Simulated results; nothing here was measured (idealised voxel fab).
You're looking at the process module voxel released beams.
Square cells of 5 nm make up the cross-section cut, whose width is 245 nm.
Reading order for cross-sections: top band down to bottom band. Underlying form: a grid of square cells. Band size: one or more rows of cells.
The band entry comprises the height of the band's top followed by the height of its bottom, expressed in nm, and subsequently the band's materials from left to right, each stated together with its width in nm. Where a single material is marked with the word "edge to edge", that material fills the band from edge to edge. The word "blank" represents empty space.
Beneath 0, the wafer as received is one material, and that level is where height counting begins. The lowest band goes on downward without a bottom; it is written like "0..down".
A width such as "30->40" changes by the same amount from each row of cells to the next, from the band's top row to its bottom row.
"all unchanged" after a step means that no cell of the cross-section changed.
"Sealed voids" lists enclosed empty spaces (at least 8 cells, no open path upward to the top), each as width x height at distance from the left edge, in nm.
On each step's line, the part that comes after the settings is the simulator's own comment on the step.
Each step line may optionally specify "overlay nm", which for a step with a mask gives the rightward distance between the mask's planned place and where it lay, a negative value indicating the leftward direction.
## The planned process steps are enumerated hereunder
| 1 | op RECEIVE | material Si |
| 2 | op CONFORMAL_DEP | material SiN | thk nm 5 |
| 3 | op DIRECTIONAL_DEP | material SiO2 | thk nm 20 |
| 4 | op MASKED_ETCH | tone open | mask id ANCHOR | width nm 25 | etch materials SiO2 | depth nm 20 | overlay nm 0 |
| 5 | op CONFORMAL_DEP | material TiN | thk nm 10 |
| 6 | op DIRECTIONAL_DEP | material aC | thk nm 15 |
| 7 | op PATTERN | tone cover | mask id BEAM | material resist | width nm 100 | thk nm 30 | overlay nm 0 |
| 8 | op DIRECTIONAL_ETCH | etch materials aC | depth nm 15 |
| 9 | op STRIP | etch materials resist |
| 10 | op DIRECTIONAL_ETCH | etch materials TiN | depth nm 10 |
| 11 | op STRIP | etch materials aC |
| 12 | op STRIP | etch materials SiO2 |
## Concerning the first of two wafers, which was run in accordance with the plan
## Wafer cross-section on receipt, i.e. after step 1
- 0..down  Si edge to edge
- Sealed voids: none
## So this is the wafer cross-section right after step 2
- 5..0  SiN edge to edge
- Below 0 it's all the same as before, nothing changed down there.
## So this is the wafer cross-section right after step 3
- 25..5  SiO2 edge to edge
- Below 5 it's all the same as before, nothing changed down there.
## So this is the wafer cross-section right after step 4
- 25..5  75 SiO2, 25 blank, 145 SiO2
- Below 5 it's all the same as before, nothing changed down there.
## So this is the wafer cross-section right after step 5
- 35..25  85 TiN, 5 blank, 155 TiN
- 25..15  75 SiO2, 10 TiN, 5 blank, 10 TiN, 145 SiO2
- 15..5  75 SiO2, 25 TiN, 145 SiO2
- Below 5 it's all the same as before, nothing changed down there.
## So this is the wafer cross-section right after step 6
- 50..35  85 aC, 5 blank, 155 aC
- 35..30  85 TiN, 5 blank, 155 TiN
- 30..25  85 TiN, 5 aC, 155 TiN
- 25..15  75 SiO2, 10 TiN, 5 aC, 10 TiN, 145 SiO2
- Below 15 it's all the same as before, nothing changed down there.
## So this is the wafer cross-section right after step 7
- 80..50  70 blank, 100 resist, 75 blank
- 50..35  85 aC, 5 resist, 155 aC
- 35..30  85 TiN, 5 resist, 155 TiN
- Below 30 it's all the same as before, nothing changed down there.
## So this is the wafer cross-section right after step 8
- 65..50  70 blank, 100 resist, 75 blank
- 50..35  70 blank, 15 aC, 5 resist, 80 aC, 75 blank
- Below 35 it's all the same as before, nothing changed down there.
## So this is the wafer cross-section right after step 9
- 50..35  70 blank, 15 aC, 5 blank, 80 aC, 75 blank
- 35..30  85 TiN, 5 blank, 155 TiN
- Below 30 it's all the same as before, nothing changed down there.
## So this is the wafer cross-section right after step 10
- 50..35  70 blank, 15 aC, 5 blank, 80 aC, 75 blank
- 35..30  70 blank, 15 TiN, 5 blank, 80 TiN, 75 blank
- 30..25  70 blank, 15 TiN, 5 aC, 80 TiN, 75 blank
- Below 25 it's all the same as before, nothing changed down there.
## So this is the wafer cross-section right after step 11
- 35..25  70 blank, 15 TiN, 5 blank, 80 TiN, 75 blank
- 25..15  75 SiO2, 10 TiN, 5 blank, 10 TiN, 145 SiO2
- Below 15 it's all the same as before, nothing changed down there.
## So this is the wafer cross-section right after step 12
- 35..25  70 blank, 15 TiN, 5 blank, 80 TiN, 75 blank
- 25..15  75 blank, 10 TiN, 5 blank, 10 TiN, 145 blank
- 15..5  75 blank, 25 TiN, 145 blank
- Below 5 it's all the same as before, nothing changed down there.
## For the second wafer, take the first wafer's start and plan, then add one mistake made in running it; everything through step 2, that step included, is shared with the first
What the second wafer looks like in cross-section when step 3 should have wrapped up: all unchanged
What the second wafer looks like in cross-section when step 4 should have wrapped up: all unchanged
## What the second wafer looks like in cross-section when step 5 should have wrapped up
- 15..5  TiN edge to edge
- Below 5 it's all the same as before, nothing changed down there.
## What the second wafer looks like in cross-section when step 6 should have wrapped up
- 30..15  aC edge to edge
- Below 15 it's all the same as before, nothing changed down there.
## What the second wafer looks like in cross-section when step 7 should have wrapped up
- 60..30  70 blank, 100 resist, 75 blank
- Below 30 it's all the same as before, nothing changed down there.
## What the second wafer looks like in cross-section when step 8 should have wrapped up
- 45..30  70 blank, 100 resist, 75 blank
- 30..15  70 blank, 100 aC, 75 blank
- Below 15 it's all the same as before, nothing changed down there.
## What the second wafer looks like in cross-section when step 9 should have wrapped up
- 30..15  70 blank, 100 aC, 75 blank
- Below 15 it's all the same as before, nothing changed down there.
## What the second wafer looks like in cross-section when step 10 should have wrapped up
- 30..15  70 blank, 100 aC, 75 blank
- 15..5  70 blank, 100 TiN, 75 blank
- Below 5 it's all the same as before, nothing changed down there.
## What the second wafer looks like in cross-section when step 11 should have wrapped up
- 15..5  70 blank, 100 TiN, 75 blank
- Below 5 it's all the same as before, nothing changed down there.
What the second wafer looks like in cross-section when step 12 should have wrapped up: all unchanged
What was the processing mistake? not run: step 3 of the plan (skipped)
at the end the second wafer has, in cells: 16 fewer of TiN
